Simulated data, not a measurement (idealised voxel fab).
A process module follows: voxel self aligned vias.
The cross-section on display is named cut; it measures 285 nm wide, and its cells are 5 nm squares.
For the purposes of this document, a cross-section shall be understood as a grid of square cells, specified as bands listed in top-to-bottom order, each band consisting of one or more rows of cells. In this notation a band is specified by the heights of its top and bottom, in that order and in nm, after which its materials appear from left to right, each paired with its width in nm. The word "edge to edge" attached to a single material means that material fills the band from edge to edge; the word "air" stands for empty space. Height reference: 0 = level under which incoming wafer is all one material. Lowest band: no bottom, runs on downward, e.g. "0 and below". Width "30 to 40": first value at the band's top row of cells, second value at its bottom row, equal change from row to row. "nothing was modified" after a step means that no cell of the cross-section changed. "Closed voids list" enumerates empty spaces isolated from the top, with no open way to it, that contain at least 8 cells, giving each as width x height at distance from the left edge, all three in nm. after a step's settings: what the simulator itself notes on the step. You can add "overlay nm" to a step's line. For a step with a mask, it describes how far the mask lay to the right of its planned position, and a negative number describes a lay to the left.
**The steps planned for the process are as follows**
1: RECEIVE (material Si)
2: CONFORMAL_DEP (material SiO2; thk nm 10)
3: CONFORMAL_DEP (material SiCN; thk nm 5)
4: DIRECTIONAL_DEP (material SiO2; thk nm 25)
5: DIRECTIONAL_DEP (material aC; thk nm 10)
6: PATTERN (tone open; mask id LINES; material resist; width nm 30; pitch nm 75; thk nm 30; overlay nm 0)
7: DIRECTIONAL_ETCH (etch materials aC; depth nm 10)
8: STRIP (etch materials resist)
9: DIRECTIONAL_ETCH (etch materials SiO2; depth nm 25)
10: STRIP (etch materials aC)
11: CONFORMAL_DEP (material TiN; thk nm 5)
12: FILL_DEP (material Ru; thk nm 10)
13: CMP (height nm 40)
14: SELECTIVE_ETCH (etch materials W Ru TiN; depth nm 10)
15: FILL_DEP (material SiN; thk nm 10)
16: CMP (height nm 40)
17: DIRECTIONAL_DEP (material SiO2; thk nm 15)
18: PATTERN (tone open; mask id VIAS; material resist; width nm 50; thk nm 15; overlay nm 0)
19: DIRECTIONAL_ETCH (etch materials SiO2; depth nm 15)
20: DIRECTIONAL_ETCH (etch materials SiN; depth nm 10)
21: STRIP (etch materials resist)
22: CONFORMAL_DEP (material TiN; thk nm 5)
23: FILL_DEP (material Ru; thk nm 10)
24: CMP (height nm 55)
25: CONFORMAL_DEP (material SiCN; thk nm 5)
**Wafer as received: cross-section following step 1**
* 0 and below  Si edge to edge
* Closed voids list: none
**This is how the wafer looks in cross-section once the module is done, given the starting state and plan above and one mistake in carrying the plan out**
* 60 down to 55  SiCN edge to edge
* 55 down to 45  Ru 75 | TiN 5 | SiO2 50 | TiN 5 | Ru 150
* 45 down to 40  TiN 80 | SiO2 50 | TiN 40 | Ru 20 | TiN 95
* 40 down to 35  SiO2 90 | SiN 30 | SiO2 45 | TiN 5 | Ru 20 | TiN 5 | SiO2 90
* 35 down to 30  SiO2 90 | SiN 30 | SiO2 45 | TiN 30 | SiO2 90
* 30 down to 20  SiO2 90 | TiN 5 | Ru 20 | TiN 5 | SiO2 45 | TiN 5 | Ru 20 | TiN 5 | SiO2 90
* 20 down to 15  SiO2 90 | TiN 30 | SiO2 45 | TiN 30 | SiO2 90
* 15 down to 10  SiCN edge to edge
* 10 down to 0  SiO2 edge to edge
* 0 and below  Si edge to edge
* Closed voids list: none
The mistake made against the process plan was this: step 18 ran with different settings than intended, the actual operation and settings being PATTERN (tone cover; mask id VIAS; material resist; width nm 50; thk nm 15; overlay nm 0)
